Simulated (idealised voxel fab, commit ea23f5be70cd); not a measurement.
Documented hereafter: the process module known as voxel trench capacitor.
Cross-sectional view cut (width: 250 nm; square cell size: 5 nm).
Cross-section, as written here: a square-cell grid given band by band from the top down, where a band holds one or more rows of cells. Look at the band entry: it leads with the top's height and the bottom's height in nm. Then it lists the materials left to right, with a width in nm for each. The word "full width" on a single material says that material fills the band edge to edge. The word "empty" is empty space. For the purposes of this specification, 0 denotes the height below which the wafer in its as-received condition is composed wholly of one material, and the lowermost band, lacking a lower limit, extends downward without end, as expressed in "z 0 and below". The expression "30->40" gives the width at the extremes of the band, the first number at its top row of cells and the second at its bottom row, with the width changing by equal amounts from each row to the next in between. Take "no modifications" at face value: in the step it is given for, the cross-section changed in none of its cells. Enclosed voids (no open way to top), threshold 8 cells or more, entry "Closed void roster", notation width x height at distance, distance from left edge, nm. Anything after a step's settings on that line? It's the simulator's own note about the step. "overlay nm" answers the question of how far to the right of plan the mask lay on a step that has a mask, and when it is negative the answer is to the left.

### Planned step list for the process
1. RECEIVE: material Si
2. CONFORMAL_DEP: material SiN, thk nm 10
3. PATTERN: tone open, mask id TRENCH, material resist, width nm 20, pitch nm 40, thk nm 20, overlay nm -15
4. DIRECTIONAL_ETCH: etch materials SiN, depth nm 10
5. DIRECTIONAL_ETCH: etch materials Si, depth nm 35
6. STRIP: etch materials resist
7. CONFORMAL_DEP: material Al2O3, thk nm 5
8. FILL_DEP: material polySi, thk nm 5
9. CMP: height nm 10
For this document, wafers share an identical start and vary in the step 3 overlay nm; the plan quotes the first wafer's value.

### The as-received cross-section of the first of several wafers corresponds to the state after step 1
- z 0 and below | Si full width
- Closed void roster: none

### Where each wafer stands at the end of the module, a row apiece: cells of each material gained (+) or lost (-) since it was received, then closed voids
overlay nm -15 | +40 Al2O3 | -56 Si | +84 SiN | +32 polySi | Closed void roster: none
overlay nm -10 | +40 Al2O3 | -56 Si | +84 SiN | +32 polySi | Closed void roster: none
overlay nm -5 | +40 Al2O3 | -56 Si | +84 SiN | +32 polySi | Closed void roster: none
overlay nm 0 | +40 Al2O3 | -56 Si | +84 SiN | +32 polySi | Closed void roster: none
overlay nm 5 | +40 Al2O3 | -56 Si | +84 SiN | +32 polySi | Closed void roster: none
overlay nm 10 | +40 Al2O3 | -56 Si | +84 SiN | +32 polySi | Closed void roster: none
overlay nm 15 | +40 Al2O3 | -56 Si | +84 SiN | +32 polySi | Closed void roster: none
